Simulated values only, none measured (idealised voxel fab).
process module | voxel transistor to metal
cross-section cut | 265 nm wide | cells 5 nm
A cross-section is a grid of square cells, given in bands from the top down. A band is one or more rows of cells.
Each band's line starts with the height of the band's top and of its bottom, in nm. Then come its materials from left to right, each with its width in nm. One material with "throughout" fills the band from edge to edge. "air" is empty space.
Height 0 is the level under which the wafer as received is all one material. The lowest band goes on downwards, as in "0 down".
A width such as "30 to 40" changes by the same amount from each row of cells to the next, from the band's top row to its bottom row.
"no change" after a step means that no cell of the cross-section changed.
closed voids: empty space of 8 cells or more with no open way to the top, each as width x height at its distance from the left edge, in nm
after a step's settings: what the simulator itself notes on the step
overlay nm, on a step with a mask: how far to the right of its planned place the mask lay; to the left if negative
plan
1 op RECEIVE | material Si
2 op CONFORMAL_DEP | material SiO2 | thk nm 5
3 op CONFORMAL_DEP | material SiN | thk nm 10
4 op PATTERN | tone cover | mask id ACTIVE | material resist | width nm 100 | pitch nm 125 | thk nm 20 | overlay nm 0
5 op DIRECTIONAL_ETCH | etch materials SiN | depth nm 10
6 op DIRECTIONAL_ETCH | etch materials SiO2 | depth nm 5
7 op DIRECTIONAL_ETCH | etch materials Si | depth nm 25
8 op STRIP | etch materials resist
9 op OXIDIZE | depth nm 5
10 op FILL_DEP | material SiO2 | thk nm 5
11 op CMP | height nm 15
12 op SELECTIVE_ETCH | etch materials SiO2 | depth nm 10
13 op STRIP | etch materials SiN
14 op SELECTIVE_ETCH | etch materials SiO2 | depth nm 5
15 op OXIDIZE | depth nm 5
16 op DIRECTIONAL_DEP | material polySi | thk nm 30
17 op DIRECTIONAL_DEP | material SiCN | thk nm 15
18 op DIRECTIONAL_DEP | material aC | thk nm 15
19 op PATTERN | tone cover | mask id GATE | material resist | width nm 20 | pitch nm 125 | thk nm 30 | overlay nm 0
20 op DIRECTIONAL_ETCH | etch materials aC | depth nm 15
21 op STRIP | etch materials resist
22 op DIRECTIONAL_ETCH | etch materials SiCN | depth nm 25
23 op DIRECTIONAL_ETCH | etch materials polySi | depth nm 40
24 op STRIP | etch materials aC
25 op CONFORMAL_DEP | material SiN | thk nm 10
26 op DIRECTIONAL_ETCH | etch materials SiN | depth nm 10
27 op DIRECTIONAL_ETCH | etch materials SiO2 | depth nm 5
28 op DIRECTIONAL_ETCH | etch materials Si | depth nm 10
29 op EPI | material SiGe | thk nm 15
30 op FILL_DEP | material SiO2 | thk nm 5
31 op CMP | height nm 45
32 op DIRECTIONAL_DEP | material SiO2 | thk nm 15
33 op DIRECTIONAL_DEP | material aC | thk nm 15
34 op PATTERN | tone open | mask id CONTACT | material resist | width nm 20 | thk nm 35 | overlay nm 0
35 op DIRECTIONAL_ETCH | etch materials aC | depth nm 15
36 op STRIP | etch materials resist
37 op DIRECTIONAL_ETCH | etch materials SiO2 | depth nm 60
38 op STRIP | etch materials aC
39 op CONFORMAL_DEP | material TiN | thk nm 5
40 op FILL_DEP | material Ru | thk nm 10
41 op CMP | height nm 60
42 op CONFORMAL_DEP | material SiN | thk nm 5
43 op DIRECTIONAL_DEP | material lowk | thk nm 20
44 op PATTERN | tone open | mask id METAL_1 | material resist | width nm 20 | thk nm 20 | overlay nm 0
45 op DIRECTIONAL_ETCH | etch materials lowk | depth nm 20
46 op DIRECTIONAL_ETCH | etch materials SiN | depth nm 5
47 op STRIP | etch materials resist
48 op CONFORMAL_DEP | material TiN | thk nm 5
49 op FILL_DEP | material Ru | thk nm 5
50 op CMP | height nm 85
51 op CONFORMAL_DEP | material SiCN | thk nm 5
52 op DIRECTIONAL_DEP | material lowk | thk nm 25
53 op DIRECTIONAL_DEP | material aC | thk nm 15
54 op PATTERN | tone open | mask id METAL_2_HOLES | material resist | width nm 15 | pitch nm 125 | thk nm 35 | overlay nm 0
55 op DIRECTIONAL_ETCH | etch materials aC | depth nm 15
56 op STRIP | etch materials resist
57 op DIRECTIONAL_ETCH | etch materials lowk | depth nm 25
58 op STRIP | etch materials aC
59 op PATTERN | tone open | mask id METAL_2 | material resist | width nm 20 | pitch nm 125 | thk nm 20 | overlay nm 0
60 op DIRECTIONAL_ETCH | etch materials lowk | depth nm 15
61 op DIRECTIONAL_ETCH | etch materials SiCN | depth nm 5
62 op STRIP | etch materials resist
63 op CONFORMAL_DEP | material TiN | thk nm 5
64 op FILL_DEP | material Ru | thk nm 10
65 op CMP | height nm 115
66 op CONFORMAL_DEP | material SiN | thk nm 5
varied across the wafers: depth nm of step 27. The plan shows the first wafer's value. All wafers start alike
first wafer as received, after step 1
  0 down: Si throughout
  closed voids: none
each wafer at the end: cells of each material gained (+) or lost (-) since it was received, then its closed voids
depth nm 5 | +118 Ru | -178 Si | +71 SiCN | +88 SiGe | +162 SiN | +406 SiO2 | +180 TiN | +377 lowk | +48 polySi | closed voids: none
depth nm 10 | +118 Ru | -178 Si | +71 SiCN | +100 SiGe | +162 SiN | +394 SiO2 | +180 TiN | +377 lowk | +48 polySi | closed voids: none
depth nm 15 | +118 Ru | -178 Si | +71 SiCN | +120 SiGe | +162 SiN | +374 SiO2 | +180 TiN | +377 lowk | +48 polySi | closed voids: none
depth nm 20 | +118 Ru | -178 Si | +71 SiCN | +132 SiGe | +162 SiN | +362 SiO2 | +180 TiN | +377 lowk | +48 polySi | closed voids: none
